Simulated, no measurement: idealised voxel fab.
Title: Process Module voxel released beams
Shown is cross-section cut, with a width of 160 nm and square cells of size 5 nm.
Notation: cross-section as square-cell grid; stated in bands, top first, going down; one or more cell rows per band. Top, bottom (nm), then materials left to right with widths (nm); lone material tagged "throughout" fills the whole band edge to edge; "blank" = empty space. Ref level 0: as-received wafer is one material below here. Bottom band extends down with no lower bound ("0 down"). Width: "30 to 40" (first number = top row, second number = bottom row, same change from row to row of cells). "nothing was modified" for a step: no cell of the cross-section changed in that step. "Voids, sealed" means: voids of 8 cells or more that are shut off from the top with no open way through. Written width x height at distance, distance from the left edge, in nm. Where a step's line continues beyond its settings, the continuation is a remark by the simulator itself on that step. "overlay nm" answers the question of how far to the right of plan the mask lay on a step that has a mask, and when it is negative the answer is to the left.

# These are the steps we planned for the process
1 RECEIVE (material Si)
2 CONFORMAL_DEP (material Al2O3; thk nm 5)
3 DIRECTIONAL_DEP (material SiO2; thk nm 20)
4 DIRECTIONAL_DEP (material aC; thk nm 15)
5 PATTERN (tone open; mask id ANCHOR; material resist; width nm 35; thk nm 30; overlay nm 0)
6 DIRECTIONAL_ETCH (etch materials aC; depth nm 15)
7 STRIP (etch materials resist)
8 DIRECTIONAL_ETCH (etch materials SiO2; depth nm 20)
9 STRIP (etch materials aC)
10 CONFORMAL_DEP (material W; thk nm 10)
11 DIRECTIONAL_DEP (material aC; thk nm 10)
12 PATTERN (tone cover; mask id BEAM; material resist; width nm 110; thk nm 30; overlay nm 0)
13 DIRECTIONAL_ETCH (etch materials aC; depth nm 10)
14 STRIP (etch materials resist)
15 DIRECTIONAL_ETCH (etch materials W; depth nm 10)
16 STRIP (etch materials aC)
17 STRIP (etch materials SiO2)

# Wafer, first of two, run as planned

# Shown in cross-section is the wafer as received, that is, as it stands after step 1
    0 down = Si throughout
    Voids, sealed: none

# So this is the wafer cross-section right after step 2
    5 to 0 = Al2O3 throughout
    Nothing below the height 0 has changed.

# So this is the wafer cross-section right after step 3
    25 to 5 = SiO2 throughout
    Nothing below the height 5 has changed.

# So this is the wafer cross-section right after step 4
    40 to 25 = aC throughout
    Nothing below the height 25 has changed.

# So this is the wafer cross-section right after step 5
    70 to 40 = 25 of resist, then 35 of blank, then 100 of resist
    Nothing below the height 40 has changed.

# So this is the wafer cross-section right after step 6
    55 to 40 = 25 of resist, then 35 of blank, then 100 of resist
    40 to 25 = 25 of aC, then 35 of blank, then 100 of aC
    Nothing below the height 25 has changed.

# So this is the wafer cross-section right after step 7
    40 to 25 = 25 of aC, then 35 of blank, then 100 of aC
    Nothing below the height 25 has changed.

# So this is the wafer cross-section right after step 8
    40 to 25 = 25 of aC, then 35 of blank, then 100 of aC
    25 to 5 = 25 of SiO2, then 35 of blank, then 100 of SiO2
    Nothing below the height 5 has changed.

# So this is the wafer cross-section right after step 9
    25 to 5 = 25 of SiO2, then 35 of blank, then 100 of SiO2
    Nothing below the height 5 has changed.

# So this is the wafer cross-section right after step 10
    35 to 25 = 35 of W, then 15 of blank, then 110 of W
    25 to 15 = 25 of SiO2, then 10 of W, then 15 of blank, then 10 of W, then 100 of SiO2
    15 to 5 = 25 of SiO2, then 35 of W, then 100 of SiO2
    Nothing below the height 5 has changed.

# So this is the wafer cross-section right after step 11
    45 to 35 = 35 of aC, then 15 of blank, then 110 of aC
    35 to 25 = 35 of W, then 15 of blank, then 110 of W
    25 to 15 = 25 of SiO2, then 10 of W, then 15 of aC, then 10 of W, then 100 of SiO2
    Nothing below the height 15 has changed.

# So this is the wafer cross-section right after step 12
    75 to 45 = 20 of blank, then 110 of resist, then 30 of blank
    45 to 35 = 35 of aC, then 15 of resist, then 110 of aC
    35 to 25 = 35 of W, then 15 of resist, then 110 of W
    Nothing below the height 25 has changed.

# So this is the wafer cross-section right after step 13
    65 to 45 = 20 of blank, then 110 of resist, then 30 of blank
    45 to 35 = 20 of blank, then 15 of aC, then 15 of resist, then 80 of aC, then 30 of blank
    Nothing below the height 35 has changed.

# So this is the wafer cross-section right after step 14
    45 to 35 = 20 of blank, then 15 of aC, then 15 of blank, then 80 of aC, then 30 of blank
    35 to 25 = 35 of W, then 15 of blank, then 110 of W
    Nothing below the height 25 has changed.

# So this is the wafer cross-section right after step 15
    45 to 35 = 20 of blank, then 15 of aC, then 15 of blank, then 80 of aC, then 30 of blank
    35 to 25 = 20 of blank, then 15 of W, then 15 of blank, then 80 of W, then 30 of blank
    Nothing below the height 25 has changed.

# So this is the wafer cross-section right after step 16
    35 to 25 = 20 of blank, then 15 of W, then 15 of blank, then 80 of W, then 30 of blank
    25 to 15 = 25 of SiO2, then 10 of W, then 15 of blank, then 10 of W, then 100 of SiO2
    Nothing below the height 15 has changed.

# So this is the wafer cross-section right after step 17
    35 to 25 = 20 of blank, then 15 of W, then 15 of blank, then 80 of W, then 30 of blank
    25 to 15 = 25 of blank, then 10 of W, then 15 of blank, then 10 of W, then 100 of blank
    15 to 5 = 25 of blank, then 35 of W, then 100 of blank
    Nothing below the height 5 has changed.

# The second wafer began exactly as the first did and followed the same plan, but one mistake was made while running it; through step 1 inclusive, the two wafers are identical

# Planned end of step 2: second wafer, cross-section
    20 to 0 = SiO2 throughout
    Nothing below the height 0 has changed.

# Planned end of step 3: second wafer, cross-section
    25 to 20 = Al2O3 throughout
    Nothing below the height 20 has changed.

# Planned end of step 4: second wafer, cross-section
    40 to 25 = aC throughout
    Nothing below the height 25 has changed.

# Planned end of step 5: second wafer, cross-section
    70 to 40 = 25 of resist, then 35 of blank, then 100 of resist
    Nothing below the height 40 has changed.

# Planned end of step 6: second wafer, cross-section
    55 to 40 = 25 of resist, then 35 of blank, then 100 of resist
    40 to 25 = 25 of aC, then 35 of blank, then 100 of aC
    Nothing below the height 25 has changed.

# Planned end of step 7: second wafer, cross-section
    40 to 25 = 25 of aC, then 35 of blank, then 100 of aC
    Nothing below the height 25 has changed.

Planned end of step 8: second wafer, cross-section: nothing was modified

# Planned end of step 9: second wafer, cross-section
    25 to 20 = Al2O3 throughout
    Nothing below the height 20 has changed.

# Planned end of step 10: second wafer, cross-section
    35 to 25 = W throughout
    Nothing below the height 25 has changed.

# Planned end of step 11: second wafer, cross-section
    45 to 35 = aC throughout
    Nothing below the height 35 has changed.

# Planned end of step 12: second wafer, cross-section
    75 to 45 = 20 of blank, then 110 of resist, then 30 of blank
    Nothing below the height 45 has changed.

# Planned end of step 13: second wafer, cross-section
    65 to 45 = 20 of blank, then 110 of resist, then 30 of blank
    45 to 35 = 20 of blank, then 110 of aC, then 30 of blank
    Nothing below the height 35 has changed.

# Planned end of step 14: second wafer, cross-section
    45 to 35 = 20 of blank, then 110 of aC, then 30 of blank
    Nothing below the height 35 has changed.

# Planned end of step 15: second wafer, cross-section
    45 to 35 = 20 of blank, then 110 of aC, then 30 of blank
    35 to 25 = 20 of blank, then 110 of W, then 30 of blank
    Nothing below the height 25 has changed.

# Planned end of step 16: second wafer, cross-section
    35 to 25 = 20 of blank, then 110 of W, then 30 of blank
    Nothing below the height 25 has changed.

Planned end of step 17: second wafer, cross-section: nothing was modified
Short version of what went wrong: plan steps 2 and 3 run swapped
Looking at both finished wafers in cells, the second ends up ahead of or behind the first on some materials: SiO2: 128 more | W: 16 fewer
